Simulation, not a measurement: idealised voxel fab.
Process module name: voxel gate over fins
Section cut is 230 nm wide and gridded with 5 nm square cells.
The cross-sections in this document take the form of a grid made of square cells. They are written out as bands, in order from top to bottom. Each band consists of one or more rows of cells.
Each band's line starts with the height of the band's top and of its bottom, in nm. Then come its materials from left to right, each with its width in nm. One material with "edge to edge" fills the band from edge to edge. "empty" is empty space.
Below 0: as-received wafer, all one material; heights counted from there. Lowest band: no bottom, goes on down, written "z 0 and below".
The notation "30->40" denotes a width that varies across the rows of cells in the band, beginning at the first number in the top row, finishing at the second number in the bottom row, and changing by an identical amount from each row to the next.
Step note "identical to before" = no cross-section cell changed.
Look at "Closed void listing" for the closed voids: empty spaces with no open path to the top, sized 8 cells or up. Each is width x height at distance, distance from the left edge, all nm.
Text after the settings on a step's line: the simulator's own remark on that step.
"overlay nm" answers the question of how far to the right of plan the mask lay on a step that has a mask, and when it is negative the answer is to the left.

**These are the steps we planned for the process**
step 1: RECEIVE: material Si
step 2: CONFORMAL_DEP: material SiN, thk nm 10
step 3: MASKED_ETCH: tone cover, mask id FINS, width nm 15, pitch nm 40, etch materials SiN, depth nm 10, overlay nm 0
step 4: MASKED_ETCH: tone cover, mask id FINS, width nm 15, pitch nm 40, etch materials Si, depth nm 35, overlay nm 0
step 5: FILL_DEP: material SiO2, thk nm 15
step 6: CMP: height nm 10
step 7: SELECTIVE_ETCH: etch materials SiO2, depth nm 20
step 8: STRIP: etch materials SiN
step 9: CONFORMAL_DEP: material HfO2, thk nm 5
step 10: CONFORMAL_DEP: material TiN, thk nm 5
step 11: CONFORMAL_DEP: material TiAl, thk nm 5
step 12: CONFORMAL_DEP: material TiN, thk nm 5
step 13: FILL_DEP: material W, thk nm 15
step 14: CMP: height nm 30
step 15: CONFORMAL_DEP: material SiCN, thk nm 5

**first wafer, as planned**

**Cross-section of the wafer at receipt, which is the condition after step 1**
  z 0 and below | Si edge to edge
  Closed void listing: none

**after step 2**
  z 10 to 0 | SiN edge to edge
  No changes below 0.

**after step 3**
  z 10 to 0 | empty (45), then SiN (15), then empty (25), then SiN (15), then empty (25), then SiN (15), then empty (25), then SiN (15), then empty (50)
  No changes below 0.

**after step 4**
  z 10 to 0 | empty (45), then SiN (15), then empty (25), then SiN (15), then empty (25), then SiN (15), then empty (25), then SiN (15), then empty (50)
  z 0 to -35 | empty (45), then Si (15), then empty (25), then Si (15), then empty (25), then Si (15), then empty (25), then Si (15), then empty (50)
  No changes below -35.

**after step 5**
  z 25 to 10 | SiO2 edge to edge
  z 10 to 0 | SiO2 (45), then SiN (15), then SiO2 (25), then SiN (15), then SiO2 (25), then SiN (15), then SiO2 (25), then SiN (15), then SiO2 (50)
  z 0 to -35 | SiO2 (45), then Si (15), then SiO2 (25), then Si (15), then SiO2 (25), then Si (15), then SiO2 (25), then Si (15), then SiO2 (50)
  No changes below -35.

**after step 6**
  z 10 to 0 | SiO2 (45), then SiN (15), then SiO2 (25), then SiN (15), then SiO2 (25), then SiN (15), then SiO2 (25), then SiN (15), then SiO2 (50)
  No changes below 0.

**after step 7**
  z 10 to 0 | empty (45), then SiN (15), then empty (25), then SiN (15), then empty (25), then SiN (15), then empty (25), then SiN (15), then empty (50)
  z 0 to -10 | empty (45), then Si (15), then empty (25), then Si (15), then empty (25), then Si (15), then empty (25), then Si (15), then empty (50)
  No changes below -10.

**after step 8**
  z 0 to -10 | empty (45), then Si (15), then empty (25), then Si (15), then empty (25), then Si (15), then empty (25), then Si (15), then empty (50)
  No changes below -10.

**after step 9**
  z 5 to 0 | empty (40), then HfO2 (25), then empty (15), then HfO2 (25), then empty (15), then HfO2 (25), then empty (15), then HfO2 (25), then empty (45)
  z 0 to -5 | empty (40), then HfO2 (5), then Si (15), then HfO2 (5), then empty (15), then HfO2 (5), then Si (15), then HfO2 (5), then empty (15), then HfO2 (5), then Si (15), then HfO2 (5), then empty (15), then HfO2 (5), then Si (15), then HfO2 (5), then empty (45)
  z -5 to -10 | HfO2 (45), then Si (15), then HfO2 (25), then Si (15), then HfO2 (25), then Si (15), then HfO2 (25), then Si (15), then HfO2 (50)
  No changes below -10.

**after step 10**
  z 10 to 5 | empty (35), then TiN (35), then empty (5), then TiN (35), then empty (5), then TiN (35), then empty (5), then TiN (35), then empty (40)
  z 5 to 0 | empty (35), then TiN (5), then HfO2 (25), then TiN (5), then empty (5), then TiN (5), then HfO2 (25), then TiN (5), then empty (5), then TiN (5), then HfO2 (25), then TiN (5), then empty (5), then TiN (5), then HfO2 (25), then TiN (5), then empty (40)
  z 0 to -5 | TiN (40), then HfO2 (5), then Si (15), then HfO2 (5), then TiN (15), then HfO2 (5), then Si (15), then HfO2 (5), then TiN (15), then HfO2 (5), then Si (15), then HfO2 (5), then TiN (15), then HfO2 (5), then Si (15), then HfO2 (5), then TiN (45)
  No changes below -5.

**after step 11**
  z 15 to 10 | empty (30), then TiAl (165), then empty (35)
  z 10 to 5 | empty (30), then TiAl (5), then TiN (35), then TiAl (5), then TiN (35), then TiAl (5), then TiN (35), then TiAl (5), then TiN (35), then TiAl (5), then empty (35)
  z 5 to 0 | TiAl (35), then TiN (5), then HfO2 (25), then TiN (5), then TiAl (5), then TiN (5), then HfO2 (25), then TiN (5), then TiAl (5), then TiN (5), then HfO2 (25), then TiN (5), then TiAl (5), then TiN (5), then HfO2 (25), then TiN (5), then TiAl (40)
  No changes below 0.

**after step 12**
  z 20 to 15 | empty (25), then TiN (175), then empty (30)
  z 15 to 10 | empty (25), then TiN (5), then TiAl (165), then TiN (5), then empty (30)
  z 10 to 5 | TiN (30), then TiAl (5), then TiN (35), then TiAl (5), then TiN (35), then TiAl (5), then TiN (35), then TiAl (5), then TiN (35), then TiAl (5), then TiN (35)
  No changes below 5.

**after step 13**
  z 35 to 20 | W edge to edge
  z 20 to 15 | W (25), then TiN (175), then W (30)
  z 15 to 10 | W (25), then TiN (5), then TiAl (165), then TiN (5), then W (30)
  No changes below 10.

**after step 14**
  z 30 to 20 | W edge to edge
  No changes below 20.

**after step 15**
  z 35 to 30 | SiCN edge to edge
  No changes below 30.

**Companion wafer, the second of two: same beginning, same intended sequence, one mistake in carrying it out; through step 9 inclusive it tracks the first exactly**

**Here is the second wafer in cross-section at the point where step 10 of the plan should have been done**
  z 10 to 0 | empty (35), then HfO2 (35), then empty (5), then HfO2 (35), then empty (5), then HfO2 (35), then empty (5), then HfO2 (35), then empty (40)
  z 0 to -10 | HfO2 (45), then Si (15), then HfO2 (25), then Si (15), then HfO2 (25), then Si (15), then HfO2 (25), then Si (15), then HfO2 (50)
  No changes below -10.

**Here is the second wafer in cross-section at the point where step 11 of the plan should have been done**
  z 15 to 10 | empty (30), then TiAl (165), then empty (35)
  z 10 to 5 | empty (30), then TiAl (5), then HfO2 (35), then TiAl (5), then HfO2 (35), then TiAl (5), then HfO2 (35), then TiAl (5), then HfO2 (35), then TiAl (5), then empty (35)
  z 5 to 0 | TiAl (35), then HfO2 (35), then TiAl (5), then HfO2 (35), then TiAl (5), then HfO2 (35), then TiAl (5), then HfO2 (35), then TiAl (40)
  No changes below 0.

**Here is the second wafer in cross-section at the point where step 12 of the plan should have been done**
  z 20 to 15 | empty (25), then TiN (175), then empty (30)
  z 15 to 10 | empty (25), then TiN (5), then TiAl (165), then TiN (5), then empty (30)
  z 10 to 5 | TiN (30), then TiAl (5), then HfO2 (35), then TiAl (5), then HfO2 (35), then TiAl (5), then HfO2 (35), then TiAl (5), then HfO2 (35), then TiAl (5), then TiN (35)
  No changes below 5.

**Here is the second wafer in cross-section at the point where step 13 of the plan should have been done**
  z 35 to 20 | W edge to edge
  z 20 to 15 | W (25), then TiN (175), then W (30)
  z 15 to 10 | W (25), then TiN (5), then TiAl (165), then TiN (5), then W (30)
  No changes below 10.

**Here is the second wafer in cross-section at the point where step 14 of the plan should have been done**
  z 30 to 20 | W edge to edge
  No changes below 20.

**Here is the second wafer in cross-section at the point where step 15 of the plan should have been done**
  z 35 to 30 | SiCN edge to edge
  No changes below 30.
What was the processing mistake? rather than as planned, step 10 actually ran as CONFORMAL_DEP: material HfO2, thk nm 5
Looking at both finished wafers in cells, the second ends up ahead of or behind the first on some materials: HfO2: 62 more; TiN: 62 fewer
